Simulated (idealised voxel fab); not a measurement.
Herein follows the process module entitled voxel double patterning.
cross-section cut | 175 nm wide | cells 5 nm
Bands, listed from the top down, are how a cross-section gets written in this document; the cross-section itself is a grid of square cells, and a band is one or more rows of them. The band entry comprises the height of the band's top followed by the height of its bottom, expressed in nm, and subsequently the band's materials from left to right, each stated together with its width in nm. Where a single material is marked with the word "full width", that material fills the band from edge to edge. The word "air" represents empty space. Beneath 0, the wafer as received is one material, and that level is where height counting begins. The lowest band goes on downward without a bottom; it is written like "from 0 down". You'd read "30->40" like this: the band's top row of cells is as wide as the first number, its bottom row is as wide as the second, and going down, every row changes width by the same amount as the row before did. What does "remained the same" mean for a step? It means no cell of the cross-section changed in that step. So "Voids, enclosed" is basically the list of trapped voids: any empty space of 8 cells or more that can't reach the top through an opening. They're written width x height at distance, the distance being from the left edge, and it's all nm. On a step's line, text after the settings is the simulator commenting on that step. overlay nm: how far to the right of its planned place the mask lay on this masked step (negative: to the left).

# These are the steps we planned for the process
1 RECEIVE, material Si
2 CONFORMAL_DEP, material SiN, thk nm 10
3 DIRECTIONAL_DEP, material SiO2, thk nm 10
4 DIRECTIONAL_DEP, material SiCN, thk nm 5
5 DIRECTIONAL_DEP, material aC, thk nm 10
6 PATTERN, tone open, mask id FIRST, material resist, width nm 15, pitch nm 50, thk nm 30, overlay nm 0
7 DIRECTIONAL_ETCH, etch materials aC, depth nm 10
8 STRIP, etch materials resist
9 DIRECTIONAL_ETCH, etch materials SiCN, depth nm 5
10 STRIP, etch materials aC
11 MASKED_ETCH, tone open, mask id SECOND, width nm 15, etch materials SiCN, depth nm 5, overlay nm 0
12 DIRECTIONAL_ETCH, etch materials SiO2, depth nm 10
13 STRIP, etch materials SiCN

# as received, after step 1
- from 0 down: Si full width
- Voids, enclosed: none

# As-planned run: cross-section of the first of two wafers at end of module
- from 20 to 10: SiO2 55, air 15, SiO2 10, air 15, SiO2 10, air 15, SiO2 55
- from 10 to 0: SiN full width
- from 0 down: Si full width
- Voids, enclosed: none

# So this is wafer number two of the two, cut at the end of the module - it started where the first did and had the same plan, we just got one thing wrong running it
- from 25 to 15: SiO2 55, air 15, SiO2 10, air 15, SiO2 10, air 15, SiO2 55
- from 15 to 10: SiO2 full width
- from 10 to 0: SiN full width
- from 0 down: Si full width
- Voids, enclosed: none
Here's what went sideways: rather than as planned, step 3 actually ran as DIRECTIONAL_DEP, material SiO2, thk nm 15
Wafer comparison, final, in cells, second relative to first, materials more or fewer: 35 more of SiO2
